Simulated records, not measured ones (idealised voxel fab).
Process module, titled voxel fin reveal
Section shown: cut. Width: 255 nm. Cell size: 5 nm, square.
Heads up, the way a cross-section reads in here is a grid of square cells, handed over as bands from the top down, with every band being one or more rows of cells.
Band: top height; bottom height; in nm. Then, left to right: material with width in nm, for each material. "full width": a single material spanning edge to edge. "air": empty space.
Ref level 0: as-received wafer is one material below here. Bottom band extends down with no lower bound ("z 0 and below").
Read "30 to 40" as a graded width: first number on top, second number at the bottom, same change between each pair of neighbouring rows.
No cell of the cross-section changed in a step that is given as "remains unaltered".
So "Enclosed void catalog" is basically the list of trapped voids: any empty space of 8 cells or more that can't reach the top through an opening. They're written width x height at distance, the distance being from the left edge, and it's all nm.
On each step's line, the part that comes after the settings is the simulator's own comment on the step.
If you see "overlay nm" on a step's line and that step has a mask, it's telling you how far right of where it was planned the mask ended up; a negative number means it went left instead.
The planned process steps are enumerated hereunder
step 1: RECEIVE, material Si
step 2: CONFORMAL_DEP, material SiN, thk nm 5
step 3: DIRECTIONAL_DEP, material aC, thk nm 10
step 4: PATTERN, tone cover, mask id FINS, material resist, width nm 15, pitch nm 35, thk nm 25, overlay nm 0
step 5: DIRECTIONAL_ETCH, etch materials aC, depth nm 10
step 6: STRIP, etch materials resist
step 7: DIRECTIONAL_ETCH, etch materials SiN, depth nm 5
step 8: DIRECTIONAL_ETCH, etch materials Si, depth nm 30
step 9: STRIP, etch materials aC
step 10: FILL_DEP, material SiO2, thk nm 15
step 11: CMP, height nm 5
step 12: SELECTIVE_ETCH, etch materials SiO2, depth nm 15
step 13: STRIP, etch materials SiN
step 14: CONFORMAL_DEP, material HfO2, thk nm 5
As-received wafer cross-section (after step 1)
    z 0 and below  Si full width
    Enclosed void catalog: none
End-of-module XS, first of two wafers, run as planned
    z 5 to 0  air: 80, HfO2: 25, air: 10, HfO2: 25, air: 10, HfO2: 25, air: 80
    z 0 to -5  air: 80, HfO2: 5, Si: 15, HfO2: 5, air: 10, HfO2: 5, Si: 15, HfO2: 5, air: 10, HfO2: 5, Si: 15, HfO2: 5, air: 80
    z -5 to -10  HfO2: 85, Si: 15, HfO2: 20, Si: 15, HfO2: 20, Si: 15, HfO2: 85
    z -10 to -30  SiO2: 85, Si: 15, SiO2: 20, Si: 15, SiO2: 20, Si: 15, SiO2: 85
    z -30 and below  Si full width
    Enclosed void catalog: none
Same start, same plan as the first wafer - but one mistake in the run. Cross-section of the second of the two at the end of the module
    z 0 to -5  air: 80, HfO2: 25, air: 10, HfO2: 25, air: 10, HfO2: 25, air: 80
    z -5 to -15  air: 80, HfO2: 5, Si: 15, HfO2: 5, air: 10, HfO2: 5, Si: 15, HfO2: 5, air: 10, HfO2: 5, Si: 15, HfO2: 5, air: 80
    z -15 to -20  HfO2: 85, Si: 15, HfO2: 20, Si: 15, HfO2: 20, Si: 15, HfO2: 85
    z -20 to -30  SiO2: 85, Si: 15, SiO2: 20, Si: 15, SiO2: 20, Si: 15, SiO2: 85
    z -30 and below  Si full width
    Enclosed void catalog: none
Where did the run depart from the plan? step 11 did not happen as planned, as run it was CMP, height nm -5
Once processing is complete, comparing cell counts shows that the second wafer has more or fewer of certain materials than the first: HfO2: 6 more | Si: 9 fewer | SiO2: 84 fewer
